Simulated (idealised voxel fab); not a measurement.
Presented below is a process module, voxel double patterning.
This is section cut - it's 255 nm across, gridded in 5 nm square cells.
We lay out every cross-section as a grid of square cells and spell it out in bands from the top down, where one band means one or more rows of cells.
Band entry format. Leading values: height of top, height of bottom, nm. Remainder: materials in left-to-right order, each with its width in nm. Special words: "full width" on a single material, which then fills the band edge to edge; "empty", empty space.
It should be noted that heights are counted from 0, beneath which the wafer as supplied is of one material throughout, and that the lowest band possesses no lower boundary but continues downward, as written in "0..down".
Quick explanation for "30..40": the width changes in equal steps down the rows of cells, from the first number in the band's top row to the second number in its bottom row.
Given "no modifications" for a step, no cell of the cross-section differs between before and after that step.
Entry "Trapped voids" = empty spaces >= 8 cells with no open way to the top; each as width x height at distance, distance from left edge, all nm.
Read whatever lies past the settings on a step's line as the simulator's own remark about the step.
overlay nm: where the mask lay relative to plan, measured to the right, on steps with a mask; negatives go left.

Listed below are the process steps as planned:
- 1: RECEIVE,material Si
- 2: CONFORMAL_DEP,material SiO2,thk nm 10
- 3: DIRECTIONAL_DEP,material W,thk nm 15
- 4: DIRECTIONAL_DEP,material SiCN,thk nm 5
- 5: DIRECTIONAL_DEP,material aC,thk nm 15
- 6: PATTERN,tone open,mask id FIRST,material resist,width nm 15,pitch nm 50,thk nm 30,overlay nm 0
- 7: DIRECTIONAL_ETCH,etch materials aC,depth nm 15
- 8: STRIP,etch materials resist
- 9: DIRECTIONAL_ETCH,etch materials SiCN,depth nm 5
- 10: STRIP,etch materials aC
- 11: PATTERN,tone open,mask id SECOND,material resist,width nm 15,pitch nm 50,thk nm 15,overlay nm 0
- 12: DIRECTIONAL_ETCH,etch materials SiCN,depth nm 5
- 13: STRIP,etch materials resist
- 14: DIRECTIONAL_ETCH,etch materials W,depth nm 15
- 15: STRIP,etch materials SiCN

The cross-section here shows the wafer as received, i.e. in its state after step 1:
0..down | Si full width
Trapped voids: none

Here's the cross-section of the first of our two wafers at the end of the module - it ran as planned:
25..10 | W (70); empty (15); W (10); empty (15); W (10); empty (15); W (10); empty (15); W (10); empty (15); W (70)
10..0 | SiO2 full width
0..down | Si full width
Trapped voids: none

Cross-section at end of module for the second wafer of two, which matched the first in starting point and plan and differed by one mistake in its processing:
15..0 | W (70); empty (15); W (10); empty (15); W (10); empty (15); W (10); empty (15); W (10); empty (15); W (70)
0..down | Si full width
Trapped voids: none
Plan not followed: the run left out plan step 2 entirely, so it was never executed
At the finish, the second wafer shows more or fewer cells for some materials than the first does: SiO2 -102
